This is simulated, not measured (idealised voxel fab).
Process module in this document: voxel plated lines
For reference, the cross-section in this document is cut, with width 300 nm and square cells of 5 nm.
Throughout this document, each cross-section is represented as a grid of square cells and is presented as a sequence of bands enumerated from the top downward, where a band comprises one or more rows of cells. Quick guide to a band line: top height, bottom height (nm) up front; then every material left to right with its width in nm. Only one material and it's marked "edge to edge"? Then it fills the band edge to edge. And "blank" just means empty space. Counting heights begins at 0, where everything beneath is, in the wafer as received, one material. The lowest band has no bottom; it goes on downwards, as "0 -> down" shows. A width given as "30 to 40" starts at the first number in the band's top row and ends at the second number in its bottom row, shifting by an equal amount at every step from row to row. A step reported as "nothing got changed" is a step in which no cell of the cross-section changed. Each empty space that has no open way to the top and spans at least 8 cells appears under "Entrapped void list" as width x height at distance, the distance counted from the left edge, all in nm. Post-settings text on a step line: simulator's own remark regarding the step. overlay nm: right-of-plan distance of the mask on a masked step; negative values mean left-of-plan.

## Listed below are the process steps as planned
1 RECEIVE | material Si
2 CONFORMAL_DEP | material Al2O3 | thk nm 5
3 DIRECTIONAL_DEP | material TiN | thk nm 5
4 PATTERN | tone open | mask id LINES | material resist | width nm 20 | pitch nm 35 | thk nm 25 | overlay nm 0
5 EPI | material Ru | thk nm 10
6 EPI | material Ru | thk nm 10
7 STRIP | etch materials resist
8 DIRECTIONAL_ETCH | etch materials TiN | depth nm 5
9 CONFORMAL_DEP | material SiN | thk nm 5

## On the first of the two wafers: run conducted according to plan

## Received-state cross-section, reflecting completion of step 1
- 0 -> down = Si edge to edge
- Entrapped void list: none

## After step 2: wafer cross-section
- 5 -> 0 = Al2O3 edge to edge
- Below 0, the layers are the same as they were.

## After step 3: wafer cross-section
- 10 -> 5 = TiN edge to edge
- Below 5, the layers are the same as they were.

## After step 4: wafer cross-section
- 35 -> 10 = resist: 85  blank: 20  resist: 15  blank: 20  resist: 15  blank: 20  resist: 15  blank: 20  resist: 90
- Below 10, the layers are the same as they were.

## After step 5: wafer cross-section
- 35 -> 20 = resist: 85  blank: 20  resist: 15  blank: 20  resist: 15  blank: 20  resist: 15  blank: 20  resist: 90
- 20 -> 10 = resist: 85  Ru: 20  resist: 15  Ru: 20  resist: 15  Ru: 20  resist: 15  Ru: 20  resist: 90
- Below 10, the layers are the same as they were.

## After step 6: wafer cross-section
- 35 -> 30 = resist: 85  blank: 20  resist: 15  blank: 20  resist: 15  blank: 20  resist: 15  blank: 20  resist: 90
- 30 -> 10 = resist: 85  Ru: 20  resist: 15  Ru: 20  resist: 15  Ru: 20  resist: 15  Ru: 20  resist: 90
- Below 10, the layers are the same as they were.

## After step 7: wafer cross-section
- 30 -> 10 = blank: 85  Ru: 20  blank: 15  Ru: 20  blank: 15  Ru: 20  blank: 15  Ru: 20  blank: 90
- Below 10, the layers are the same as they were.

## After step 8: wafer cross-section
- 30 -> 10 = blank: 85  Ru: 20  blank: 15  Ru: 20  blank: 15  Ru: 20  blank: 15  Ru: 20  blank: 90
- 10 -> 5 = blank: 85  TiN: 20  blank: 15  TiN: 20  blank: 15  TiN: 20  blank: 15  TiN: 20  blank: 90
- Below 5, the layers are the same as they were.

## After step 9: wafer cross-section
- 35 -> 30 = blank: 80  SiN: 30  blank: 5  SiN: 30  blank: 5  SiN: 30  blank: 5  SiN: 30  blank: 85
- 30 -> 10 = blank: 80  SiN: 5  Ru: 20  SiN: 5  blank: 5  SiN: 5  Ru: 20  SiN: 5  blank: 5  SiN: 5  Ru: 20  SiN: 5  blank: 5  SiN: 5  Ru: 20  SiN: 5  blank: 85
- 10 -> 5 = SiN: 85  TiN: 20  SiN: 15  TiN: 20  SiN: 15  TiN: 20  SiN: 15  TiN: 20  SiN: 90
- Below 5, the layers are the same as they were.

## The second wafer: identical to the first at the outset and in its planned sequence, differing only in that one mistake was made during processing; up to and including step 1, its path is the first wafer's path

## Second wafer: cross-section at the scheduled end of step 2
- 5 -> 0 = TiN edge to edge
- Below 0, the layers are the same as they were.

## Second wafer: cross-section at the scheduled end of step 3
- 10 -> 5 = Al2O3 edge to edge
- Below 5, the layers are the same as they were.

## Second wafer: cross-section at the scheduled end of step 4
- 35 -> 10 = resist: 85  blank: 20  resist: 15  blank: 20  resist: 15  blank: 20  resist: 15  blank: 20  resist: 90
- Below 10, the layers are the same as they were.

Second wafer: cross-section at the scheduled end of step 5: nothing got changed

Second wafer: cross-section at the scheduled end of step 6: nothing got changed

## Second wafer: cross-section at the scheduled end of step 7
- 10 -> 5 = Al2O3 edge to edge
- Below 5, the layers are the same as they were.

Second wafer: cross-section at the scheduled end of step 8: nothing got changed

## Second wafer: cross-section at the scheduled end of step 9
- 15 -> 10 = SiN edge to edge
- Below 10, the layers are the same as they were.
What was done differently from what was planned? swap of plan steps 2 and 3 during execution
Materials where the second wafer ends with more or fewer cells than the first: Ru -64, SiN -40, TiN +44
